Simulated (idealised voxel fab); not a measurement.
Process module name: voxel released beams
The width of the displayed cross-section, cut, is 205 nm; its cells are square, with a size of 5 nm.
Notation: cross-section as square-cell grid; stated in bands, top first, going down; one or more cell rows per band. Band: top and bottom heights (nm) first, top before bottom; then materials from left to right, widths in nm. "all across" marks a sole material filling the band edge to edge. "air" denotes empty space. Heights are reckoned from 0. Under this level, the received wafer is all of one material. The bottommost band is open-ended downward, for example "z 0 and below". Quick explanation for "30..40": the width changes in equal steps down the rows of cells, from the first number in the band's top row to the second number in its bottom row. "no modifications" -> step changed no cross-section cell. This entry, "Trapped voids", enumerates those empty regions of no fewer than 8 cells that possess no open connection to the top. Each region is reported in the form width x height at distance, the distance being taken from the left edge, with all three quantities expressed in nm. What comes after the settings on a step's line is commentary from the simulator itself on that step. The setting "overlay nm" may be written on the line of a step. When the step uses a mask, the value reports how far to the right of the planned place the mask lay, and a negative value reports that it lay to the left.

-- Steps planned for the process
1: RECEIVE | material Si
2: CONFORMAL_DEP | material SiN | thk nm 10
3: DIRECTIONAL_DEP | material SiO2 | thk nm 15
4: DIRECTIONAL_DEP | material aC | thk nm 10
5: PATTERN | tone open | mask id ANCHOR | material resist | width nm 25 | thk nm 30 | overlay nm -15
6: DIRECTIONAL_ETCH | etch materials aC | depth nm 10
7: STRIP | etch materials resist
8: DIRECTIONAL_ETCH | etch materials SiO2 | depth nm 15
9: STRIP | etch materials aC
10: CONFORMAL_DEP | material W | thk nm 10
11: DIRECTIONAL_DEP | material aC | thk nm 15
12: PATTERN | tone cover | mask id BEAM | material resist | width nm 90 | thk nm 35 | overlay nm 0
13: DIRECTIONAL_ETCH | etch materials aC | depth nm 15
14: STRIP | etch materials resist
15: DIRECTIONAL_ETCH | etch materials W | depth nm 10
16: STRIP | etch materials aC
17: STRIP | etch materials SiO2
Be aware that, although all wafers share a common starting state, the overlay nm at step 5 differs among them, and the plan displays the first wafer's value.

-- As received, i.e. after step 1: cross-section through the first of several wafers
	z 0 and below | Si all across
	Trapped voids: none

-- Row per wafer, end-of-module: cell gain (+)/loss (-) by material since the wafer came in, then closed voids
overlay nm -15 | +82 SiN | +48 W | Trapped voids: none
overlay nm -10 | +82 SiN | +48 W | Trapped voids: none
overlay nm -5 | +82 SiN | +48 W | Trapped voids: none
overlay nm 0 | +82 SiN | +48 W | Trapped voids: none
overlay nm 5 | +82 SiN | +48 W | Trapped voids: none
overlay nm 10 | +82 SiN | +48 W | Trapped voids: none
overlay nm 15 | +82 SiN | +48 W | Trapped voids: none
